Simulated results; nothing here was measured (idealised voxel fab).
process module | voxel capacitor over wiring
cross-section cut | 205 nm wide | cells 5 nm
A cross-section is a grid of square cells, given in bands from the top down. A band is one or more rows of cells.
Each band's line starts with the height of the band's top and of its bottom, in nm. Then come its materials from left to right, each with its width in nm. One material with "throughout" fills the band from edge to edge. "air" is empty space.
Height 0 is the level under which the wafer as received is all one material. The lowest band goes on downwards, as in "0 down".
A width such as "30 to 40" changes by the same amount from each row of cells to the next, from the band's top row to its bottom row.
"no change" after a step means that no cell of the cross-section changed.
closed voids: empty space of 8 cells or more with no open way to the top, each as width x height at its distance from the left edge, in nm
after a step's settings: what the simulator itself notes on the step
overlay nm, on a step with a mask: how far to the right of its planned place the mask lay; to the left if negative
plan
1 op RECEIVE | material Si
2 op CONFORMAL_DEP | material SiO2 | thk nm 10
3 op CONFORMAL_DEP | material SiCN | thk nm 5
4 op DIRECTIONAL_DEP | material SiO2 | thk nm 25
5 op MASKED_ETCH | tone open | mask id METAL_1 | width nm 20 | pitch nm 75 | etch materials SiO2 | depth nm 25 | overlay nm 0
6 op MASKED_ETCH | tone open | mask id METAL_1 | width nm 20 | pitch nm 75 | etch materials SiCN | depth nm 5 | overlay nm 0
7 op CONFORMAL_DEP | material TiN | thk nm 5
8 op FILL_DEP | material Cu | thk nm 5
9 op CMP | height nm 40
10 op CONFORMAL_DEP | material SiCN | thk nm 5
11 op DIRECTIONAL_DEP | material lowk | thk nm 20
12 op PATTERN | tone open | mask id PLUG_1 | material resist | width nm 15 | thk nm 20 | overlay nm 0
13 op DIRECTIONAL_ETCH | etch materials lowk | depth nm 20
14 op DIRECTIONAL_ETCH | etch materials SiCN | depth nm 5
15 op STRIP | etch materials resist
16 op EPI | material Ru | thk nm 10
17 op EPI | material Ru | thk nm 10
18 op EPI | material Ru | thk nm 5
19 op DIRECTIONAL_DEP | material TiN | thk nm 10
20 op DIRECTIONAL_DEP | material SiN | thk nm 5
21 op DIRECTIONAL_DEP | material TiN | thk nm 10
22 op PATTERN | tone cover | mask id UPPER_PLATE | material resist | width nm 60 | thk nm 15 | overlay nm 0
23 op DIRECTIONAL_ETCH | etch materials TiN | depth nm 10
24 op DIRECTIONAL_ETCH | etch materials SiN | depth nm 5
25 op STRIP | etch materials resist
26 op DIRECTIONAL_DEP | material aC | thk nm 15
27 op PATTERN | tone cover | mask id LOWER_PLATE | material resist | width nm 70 | thk nm 30 | overlay nm 0
28 op DIRECTIONAL_ETCH | etch materials aC | depth nm 15
29 op STRIP | etch materials resist
30 op DIRECTIONAL_ETCH | etch materials TiN | depth nm 10
31 op STRIP | etch materials aC
32 op FILL_DEP | material SiO2 | thk nm 15
33 op CMP | height nm 100
34 op PATTERN | tone open | mask id PLUG_2 | material resist | width nm 15 | thk nm 15 | overlay nm 0
35 op DIRECTIONAL_ETCH | etch materials SiO2 | depth nm 10
36 op STRIP | etch materials resist
37 op CONFORMAL_DEP | material TiN | thk nm 5
38 op FILL_DEP | material Ru | thk nm 5
39 op CMP | height nm 100
40 op CONFORMAL_DEP | material SiCN | thk nm 5
first wafer, as planned
as received, after step 1
  0 down: Si throughout
  closed voids: none
after step 2
  10 to 0: SiO2 throughout
  below 0: unchanged
after step 3
  15 to 10: SiCN throughout
  below 10: unchanged
after step 4
  40 to 15: SiO2 throughout
  below 15: unchanged
after step 5
  40 to 15: SiO2 55 | air 20 | SiO2 55 | air 20 | SiO2 55
  below 15: unchanged
after step 6
  40 to 15: SiO2 55 | air 20 | SiO2 55 | air 20 | SiO2 55
  15 to 10: SiCN 55 | air 20 | SiCN 55 | air 20 | SiCN 55
  below 10: unchanged
after step 7
  45 to 40: TiN 60 | air 10 | TiN 65 | air 10 | TiN 60
  40 to 15: SiO2 55 | TiN 5 | air 10 | TiN 5 | SiO2 55 | TiN 5 | air 10 | TiN 5 | SiO2 55
  15 to 10: SiCN 55 | TiN 20 | SiCN 55 | TiN 20 | SiCN 55
  below 10: unchanged
after step 8
  50 to 45: Cu throughout
  45 to 40: TiN 60 | Cu 10 | TiN 65 | Cu 10 | TiN 60
  40 to 15: SiO2 55 | TiN 5 | Cu 10 | TiN 5 | SiO2 55 | TiN 5 | Cu 10 | TiN 5 | SiO2 55
  below 15: unchanged
after step 9
  40 to 15: SiO2 55 | TiN 5 | Cu 10 | TiN 5 | SiO2 55 | TiN 5 | Cu 10 | TiN 5 | SiO2 55
  below 15: unchanged
after step 10
  45 to 40: SiCN throughout
  below 40: unchanged
after step 11
  65 to 45: lowk throughout
  below 45: unchanged
after step 12
  85 to 65: resist 60 | air 15 | resist 130
  below 65: unchanged
after step 13
  85 to 65: resist 60 | air 15 | resist 130
  65 to 45: lowk 60 | air 15 | lowk 130
  below 45: unchanged
after step 14
  85 to 65: resist 60 | air 15 | resist 130
  65 to 45: lowk 60 | air 15 | lowk 130
  45 to 40: SiCN 60 | air 15 | SiCN 130
  below 40: unchanged
after step 15
  65 to 45: lowk 60 | air 15 | lowk 130
  below 45: unchanged
after step 16
  65 to 50: lowk 60 | air 15 | lowk 130
  50 to 45: lowk 60 | Ru 15 | lowk 130
  45 to 40: SiCN 60 | Ru 15 | SiCN 130
  below 40: unchanged
after step 17
  65 to 60: lowk 60 | air 15 | lowk 130
  60 to 45: lowk 60 | Ru 15 | lowk 130
  below 45: unchanged
after step 18
  65 to 45: lowk 60 | Ru 15 | lowk 130
  below 45: unchanged
after step 19
  75 to 65: TiN throughout
  below 65: unchanged
after step 20
  80 to 75: SiN throughout
  below 75: unchanged
after step 21
  90 to 80: TiN throughout
  below 80: unchanged
after step 22
  105 to 90: air 60 | resist 60 | air 85
  below 90: unchanged
after step 23
  105 to 90: air 60 | resist 60 | air 85
  90 to 80: air 60 | TiN 60 | air 85
  below 80: unchanged
after step 24
  105 to 90: air 60 | resist 60 | air 85
  90 to 80: air 60 | TiN 60 | air 85
  80 to 75: air 60 | SiN 60 | air 85
  below 75: unchanged
after step 25
  90 to 80: air 60 | TiN 60 | air 85
  below 80: unchanged
after step 26
  105 to 90: air 60 | aC 60 | air 85
  90 to 80: aC 60 | TiN 60 | aC 85
  80 to 75: aC 60 | SiN 60 | aC 85
  below 75: unchanged
after step 27
  135 to 105: air 55 | resist 70 | air 80
  105 to 90: air 55 | resist 5 | aC 60 | resist 5 | air 80
  below 90: unchanged
after step 28
  120 to 105: air 55 | resist 70 | air 80
  105 to 90: air 55 | resist 5 | aC 60 | resist 5 | air 80
  90 to 80: air 55 | aC 5 | TiN 60 | aC 5 | air 80
  80 to 75: air 55 | aC 5 | SiN 60 | aC 5 | air 80
  below 75: unchanged
after step 29
  105 to 90: air 60 | aC 60 | air 85
  below 90: unchanged
after step 30
  105 to 90: air 60 | aC 60 | air 85
  90 to 80: air 55 | aC 5 | TiN 60 | aC 5 | air 80
  80 to 75: air 55 | aC 5 | SiN 60 | aC 5 | air 80
  75 to 65: air 55 | TiN 70 | air 80
  below 65: unchanged
after step 31
  90 to 80: air 60 | TiN 60 | air 85
  80 to 75: air 60 | SiN 60 | air 85
  below 75: unchanged
after step 32
  105 to 90: SiO2 throughout
  90 to 80: SiO2 60 | TiN 60 | SiO2 85
  80 to 75: SiO2 60 | SiN 60 | SiO2 85
  75 to 65: SiO2 55 | TiN 70 | SiO2 80
  below 65: unchanged
after step 33
  100 to 90: SiO2 throughout
  below 90: unchanged
after step 34
  115 to 100: resist 70 | air 15 | resist 120
  below 100: unchanged
after step 35
  115 to 100: resist 70 | air 15 | resist 120
  100 to 90: SiO2 70 | air 15 | SiO2 120
  below 90: unchanged
after step 36
  100 to 90: SiO2 70 | air 15 | SiO2 120
  below 90: unchanged
after step 37
  105 to 100: TiN 75 | air 5 | TiN 125
  100 to 95: SiO2 70 | TiN 5 | air 5 | TiN 5 | SiO2 120
  95 to 90: SiO2 70 | TiN 15 | SiO2 120
  below 90: unchanged
after step 38
  110 to 105: Ru throughout
  105 to 100: TiN 75 | Ru 5 | TiN 125
  100 to 95: SiO2 70 | TiN 5 | Ru 5 | TiN 5 | SiO2 120
  below 95: unchanged
after step 39
  100 to 95: SiO2 70 | TiN 5 | Ru 5 | TiN 5 | SiO2 120
  below 95: unchanged
after step 40
  105 to 100: SiCN throughout
  below 100: unchanged
second wafer: like start, like plan, one mistake. Through step 39 it matches the first wafer
when step 40 should have ended
  105 to 100: TiN throughout
  below 100: unchanged
what went wrong: step 40 ran as: op CONFORMAL_DEP | material TiN | thk nm 5
at the end the second wafer has, in cells: 41 fewer of SiCN | 41 more of TiN
